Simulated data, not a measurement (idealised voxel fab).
The name of this process module is voxel wiring stack.
Section cut is 285 nm wide and gridded with 5 nm square cells.
This document writes a cross-section as a grid whose cells are square, and gives it as bands, listed from the top down; one or more rows of cells form a band. Band: top height; bottom height; in nm. Then, left to right: material with width in nm, for each material. "throughout": a single material spanning edge to edge. "empty": empty space. Heights from 0 (as-received wafer is one material below). Bottom band endless downward, as "0 -> down". A width such as "30 to 40" changes by the same amount from each row of cells to the next, from the band's top row to its bottom row. "stayed the same" for a step: no cell of the cross-section changed in that step. "Sealed void listing": empty spaces of 8 cells or more with no open way to the top, each given as width x height at distance, distance from the left edge, all in nm. Anything after a step's settings on that line? It's the simulator's own note about the step. The optional step-line setting "overlay nm" applies to steps with a mask and quantifies how far to the right of its planned location the mask lay, a negative value indicating leftward placement.

**The following list gives the planned process steps**
1: op RECEIVE | material Si
2: op CONFORMAL_DEP | material SiO2 | thk nm 10
3: op CONFORMAL_DEP | material SiN | thk nm 5
4: op DIRECTIONAL_DEP | material lowk | thk nm 25
5: op MASKED_ETCH | tone open | mask id METAL_1 | width nm 25 | pitch nm 55 | etch materials lowk | depth nm 25 | overlay nm 0
6: op MASKED_ETCH | tone open | mask id METAL_1 | width nm 25 | pitch nm 55 | etch materials SiN | depth nm 5 | overlay nm 0
7: op CONFORMAL_DEP | material TiN | thk nm 5
8: op FILL_DEP | material Cu | thk nm 5
9: op CMP | height nm 40
10: op CONFORMAL_DEP | material SiCN | thk nm 5
11: op DIRECTIONAL_DEP | material SiO2 | thk nm 25
12: op DIRECTIONAL_DEP | material aC | thk nm 10
13: op PATTERN | tone open | mask id METAL_2_HOLES | material resist | width nm 15 | thk nm 30 | overlay nm 0
14: op DIRECTIONAL_ETCH | etch materials aC | depth nm 10
15: op STRIP | etch materials resist
16: op DIRECTIONAL_ETCH | etch materials SiO2 | depth nm 25
17: op STRIP | etch materials aC
18: op MASKED_ETCH | tone open | mask id METAL_2 | width nm 25 | pitch nm 55 | etch materials SiO2 | depth nm 15 | overlay nm 0
19: op MASKED_ETCH | tone open | mask id METAL_2 | width nm 25 | pitch nm 55 | etch materials SiCN | depth nm 5 | overlay nm 0
20: op CONFORMAL_DEP | material TiN | thk nm 5
21: op FILL_DEP | material Cu | thk nm 5
22: op CMP | height nm 70
23: op CONFORMAL_DEP | material SiCN | thk nm 5
24: op DIRECTIONAL_DEP | material SiO2 | thk nm 30
25: op MASKED_ETCH | tone open | mask id METAL_3 | width nm 25 | pitch nm 55 | etch materials SiO2 | depth nm 20 | overlay nm 0
26: op DIRECTIONAL_DEP | material aC | thk nm 10
27: op PATTERN | tone open | mask id METAL_3_HOLES | material resist | width nm 15 | pitch nm 55 | thk nm 25 | overlay nm 0
28: op DIRECTIONAL_ETCH | etch materials aC | depth nm 10
29: op STRIP | etch materials resist
30: op DIRECTIONAL_ETCH | etch materials SiO2 | depth nm 10
31: op DIRECTIONAL_ETCH | etch materials SiCN | depth nm 5
32: op STRIP | etch materials aC
33: op CONFORMAL_DEP | material TiN | thk nm 5
34: op FILL_DEP | material Cu | thk nm 5
35: op CMP | height nm 105
36: op CONFORMAL_DEP | material SiCN | thk nm 5
37: op DIRECTIONAL_DEP | material SiO2 | thk nm 25
38: op PATTERN | tone open | mask id METAL_4_HOLES | material resist | width nm 15 | pitch nm 55 | thk nm 20 | overlay nm 0
39: op DIRECTIONAL_ETCH | etch materials SiO2 | depth nm 25
40: op STRIP | etch materials resist
41: op PATTERN | tone open | mask id METAL_4 | material resist | width nm 25 | pitch nm 55 | thk nm 20 | overlay nm 0
42: op DIRECTIONAL_ETCH | etch materials SiO2 | depth nm 15
43: op DIRECTIONAL_ETCH | etch materials SiCN | depth nm 5
44: op STRIP | etch materials resist
45: op CONFORMAL_DEP | material TiN | thk nm 5
46: op FILL_DEP | material Cu | thk nm 10
47: op CMP | height nm 135
48: op CONFORMAL_DEP | material SiN | thk nm 5

**Cross-section of the wafer as it came to us, i.e., already through step 1**
	0 -> down | Si throughout
	Sealed void listing: none

**Below is the wafer in cross-section after the module was completed. It began from the starting point shown above and followed the plan shown above, except that one mistake was made while running it**
	140 -> 135 | SiN throughout
	135 -> 125 | 100 of SiO2  5 of TiN  15 of Cu  5 of TiN  30 of SiO2  5 of TiN  15 of Cu  5 of TiN  105 of SiO2
	125 -> 120 | 100 of SiO2  5 of TiN  5 of Cu  15 of TiN  30 of SiO2  5 of TiN  5 of Cu  15 of TiN  105 of SiO2
	120 -> 110 | 100 of SiO2  5 of TiN  5 of Cu  5 of TiN  40 of SiO2  5 of TiN  5 of Cu  5 of TiN  115 of SiO2
	110 -> 105 | 100 of SiCN  15 of TiN  40 of SiCN  15 of TiN  115 of SiCN
	105 -> 90 | 90 of SiO2  5 of TiN  15 of Cu  5 of TiN  30 of SiO2  5 of TiN  15 of Cu  5 of TiN  115 of SiO2
	90 -> 85 | 90 of SiO2  15 of TiN  5 of Cu  5 of TiN  30 of SiO2  15 of TiN  5 of Cu  5 of TiN  115 of SiO2
	85 -> 75 | 100 of SiO2  5 of TiN  5 of Cu  5 of TiN  40 of SiO2  5 of TiN  5 of Cu  5 of TiN  115 of SiO2
	75 -> 70 | 100 of SiCN  15 of TiN  40 of SiCN  15 of TiN  115 of SiCN
	70 -> 60 | 100 of SiO2  5 of TiN  15 of Cu  5 of TiN  30 of SiO2  5 of TiN  15 of Cu  5 of TiN  105 of SiO2
	60 -> 55 | 100 of SiO2  5 of TiN  5 of Cu  15 of TiN  30 of SiO2  25 of TiN  105 of SiO2
	55 -> 45 | 100 of SiO2  5 of TiN  5 of Cu  5 of TiN  170 of SiO2
	45 -> 40 | 100 of SiCN  15 of TiN  170 of SiCN
	40 -> 15 | 100 of lowk  5 of TiN  15 of Cu  5 of TiN  30 of lowk  5 of TiN  15 of Cu  5 of TiN  105 of lowk
	15 -> 10 | 100 of SiN  25 of TiN  30 of SiN  25 of TiN  105 of SiN
	10 -> 0 | SiO2 throughout
	0 -> down | Si throughout
	Sealed void listing: none
So what did we get wrong on this run? step 25, actual vs plan mismatch, actual run op MASKED_ETCH | tone open | mask id METAL_3 | width nm 25 | pitch nm 55 | etch materials SiO2 | depth nm 20 | overlay nm -10
